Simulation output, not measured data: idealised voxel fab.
Process module under the name voxel ribs on slabs
Shown is cross-section cut, with a width of 195 nm and square cells of size 5 nm.
Think of the cross-section as a grid of square cells. We describe it in bands, top to bottom, and each band covers one or more rows of those cells. In this notation a band is specified by the heights of its top and bottom, in that order and in nm, after which its materials appear from left to right, each paired with its width in nm. The word "edge to edge" attached to a single material means that material fills the band from edge to edge; the word "blank" stands for empty space. Convention: height 0 is the level below which the wafer, as received, is all one material. The lowest band does not terminate at the bottom but continues downward, represented as "z 0 and below". A two-number width, for instance "30..40", indicates that the width is equal to the first number in the top row of the band and to the second number in the bottom row, and that it changes by a constant amount per row of cells. "no modifications" for a step: no cell of the cross-section changed in that step. The entry "Fully enclosed voids" lists the empty spaces that cover at least 8 cells and have no open path to the top. Each is written as width x height at distance, where the distance is measured from the left edge and all three values are in nm. Heads up: the bit after the settings on a step's line is the simulator's remark on that step. If you see "overlay nm" on a step's line and that step has a mask, it's telling you how far right of where it was planned the mask ended up; a negative number means it went left instead.

-- Intended process steps
1. RECEIVE: material Si
2. DIRECTIONAL_DEP: material SiO2, thk nm 20
3. DIRECTIONAL_DEP: material polySi, thk nm 25
4. PATTERN: tone cover, mask id RIB, material resist, width nm 20, thk nm 15, overlay nm 0
5. DIRECTIONAL_ETCH: etch materials polySi, depth nm 15
6. STRIP: etch materials resist
7. DIRECTIONAL_DEP: material aC, thk nm 10
8. PATTERN: tone cover, mask id SLAB, material resist, width nm 80, thk nm 25, overlay nm 0
9. DIRECTIONAL_ETCH: etch materials aC, depth nm 10
10. STRIP: etch materials resist
11. DIRECTIONAL_ETCH: etch materials polySi, depth nm 10
12. STRIP: etch materials aC
13. FILL_DEP: material SiO2, thk nm 20
14. CMP: height nm 60
15. DIRECTIONAL_DEP: material TiN, thk nm 5
16. PATTERN: tone cover, mask id HEATER, material resist, width nm 30, thk nm 15, overlay nm 0
17. DIRECTIONAL_ETCH: etch materials TiN, depth nm 5
18. STRIP: etch materials resist
19. CONFORMAL_DEP: material SiO2, thk nm 10

-- Incoming wafer, cross-sectional view, post step 1
- z 0 and below | Si edge to edge
- Fully enclosed voids: none

-- First of two wafers at the end of the module, shown in cross-section; run carried out as planned
- z 75 to 70 | blank (70)  SiO2 (50)  blank (75)
- z 70 to 65 | SiO2 edge to edge
- z 65 to 60 | SiO2 (80)  TiN (30)  SiO2 (85)
- z 60 to 45 | SiO2 edge to edge
- z 45 to 30 | SiO2 (85)  polySi (20)  SiO2 (90)
- z 30 to 20 | SiO2 (55)  polySi (80)  SiO2 (60)
- z 20 to 0 | SiO2 edge to edge
- z 0 and below | Si edge to edge
- Fully enclosed voids: none

-- Presented here is a cross-section of the second of the two wafers as it stood at the end of the module. It was started in the same manner and assigned the same plan as the first wafer; however, one mistake was made in its execution
- z 75 to 70 | blank (80)  SiO2 (50)  blank (65)
- z 70 to 65 | SiO2 edge to edge
- z 65 to 60 | SiO2 (90)  TiN (30)  SiO2 (75)
- z 60 to 45 | SiO2 edge to edge
- z 45 to 30 | SiO2 (85)  polySi (20)  SiO2 (90)
- z 30 to 20 | SiO2 (55)  polySi (80)  SiO2 (60)
- z 20 to 0 | SiO2 edge to edge
- z 0 and below | Si edge to edge
- Fully enclosed voids: none
Short version of what went wrong: step 16 deviated from plan and actually ran as PATTERN: tone cover, mask id HEATER, material resist, width nm 30, thk nm 15, overlay nm 10
So at the finish, the second wafer's got exactly as many cells of each material as the first, just not in the same spots.
